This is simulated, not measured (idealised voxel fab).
Title: Process Module voxel capacitor over wiring
Cross-sectional view cut (width: 225 nm; square cell size: 5 nm).
Think of the cross-section as a grid of square cells. We describe it in bands, top to bottom, and each band covers one or more rows of those cells.
Quick guide to a band line: top height, bottom height (nm) up front; then every material left to right with its width in nm. Only one material and it's marked "full width"? Then it fills the band edge to edge. And "empty" just means empty space.
We count height from 0. Below that, the starting wafer is all one material. The lowest band never ends at the bottom but goes on down; see "from 0 down" for how that is written.
Graded width ("30 to 40"): value in top row of band = first number; value in bottom row = second number; row-to-row change constant.
Step note "same as before" = no cross-section cell changed.
The list in "Non-vented voids" covers empty spaces of 8 cells or more that cannot reach the top through any open way, and it gives each as width x height at distance; the distance is from the left edge, and width, height and distance are in nm.
On a step's line, text after the settings is the simulator commenting on that step.
On any step carrying a mask, the "overlay nm" setting, if present on the step's line, tells how far right of its planned place the mask lay; negative values point to the left.
The planned process steps are enumerated hereunder:
1: RECEIVE: material Si
2: CONFORMAL_DEP: material SiO2, thk nm 10
3: DIRECTIONAL_DEP: material TiN, thk nm 5
4: DIRECTIONAL_DEP: material W, thk nm 25
5: DIRECTIONAL_DEP: material aC, thk nm 15
6: PATTERN: tone cover, mask id METAL_1, material resist, width nm 20, pitch nm 90, thk nm 30, overlay nm 0
7: DIRECTIONAL_ETCH: etch materials aC, depth nm 15
8: STRIP: etch materials resist
9: DIRECTIONAL_ETCH: etch materials W, depth nm 25
10: DIRECTIONAL_ETCH: etch materials TiN, depth nm 5
11: STRIP: etch materials aC
12: FILL_DEP: material lowk, thk nm 5
13: CMP: height nm 40
14: CONFORMAL_DEP: material SiCN, thk nm 5
15: DIRECTIONAL_DEP: material SiO2, thk nm 15
16: DIRECTIONAL_DEP: material aC, thk nm 15
17: PATTERN: tone open, mask id PLUG_1, material resist, width nm 15, thk nm 35, overlay nm 0
18: DIRECTIONAL_ETCH: etch materials aC, depth nm 15
19: STRIP: etch materials resist
20: DIRECTIONAL_ETCH: etch materials SiO2, depth nm 15
21: DIRECTIONAL_ETCH: etch materials SiCN, depth nm 5
22: STRIP: etch materials aC
23: EPI: material Ru, thk nm 10
24: EPI: material Ru, thk nm 10
25: DIRECTIONAL_DEP: material TiN, thk nm 10
26: DIRECTIONAL_DEP: material Al2O3, thk nm 5
27: DIRECTIONAL_DEP: material TiN, thk nm 5
28: DIRECTIONAL_DEP: material aC, thk nm 15
29: PATTERN: tone cover, mask id UPPER_PLATE, material resist, width nm 75, thk nm 35, overlay nm 0
30: DIRECTIONAL_ETCH: etch materials aC, depth nm 15
31: STRIP: etch materials resist
32: DIRECTIONAL_ETCH: etch materials TiN, depth nm 5
33: DIRECTIONAL_ETCH: etch materials Al2O3, depth nm 5
34: STRIP: etch materials aC
35: PATTERN: tone cover, mask id LOWER_PLATE, material resist, width nm 85, thk nm 15, overlay nm 0
36: DIRECTIONAL_ETCH: etch materials TiN, depth nm 10
37: STRIP: etch materials resist
38: FILL_DEP: material SiO2, thk nm 15
39: CMP: height nm 90
40: MASKED_ETCH: tone open, mask id PLUG_2, width nm 15, etch materials SiO2, depth nm 10, overlay nm 0
41: CONFORMAL_DEP: material TiN, thk nm 5
42: FILL_DEP: material Ru, thk nm 5
43: CMP: height nm 90
44: CONFORMAL_DEP: material SiCN, thk nm 5
Incoming wafer in cross-section (state: after step 1):
- from 0 down  Si full width
- Non-vented voids: none
What the wafer looks like in cross-section after this module, when it starts as shown above and follows the plan above but one mistake is made in running it:
- from 95 to 90  SiCN full width
- from 90 to 80  SiO2: 55 / TiN: 85 / SiO2: 85
- from 80 to 60  Ru full width
- from 60 to 45  TiN full width
- from 45 to 40  SiCN full width
- from 40 to 15  lowk: 55 / W: 20 / lowk: 70 / W: 20 / lowk: 60
- from 15 to 10  lowk: 55 / TiN: 20 / lowk: 70 / TiN: 20 / lowk: 60
- from 10 to 0  SiO2 full width
- from 0 down  Si full width
- Non-vented voids: none
Where did the run depart from the plan? note that step 15 departed from the planned setting and was carried out as DIRECTIONAL_DEP: material TiN, thk nm 15
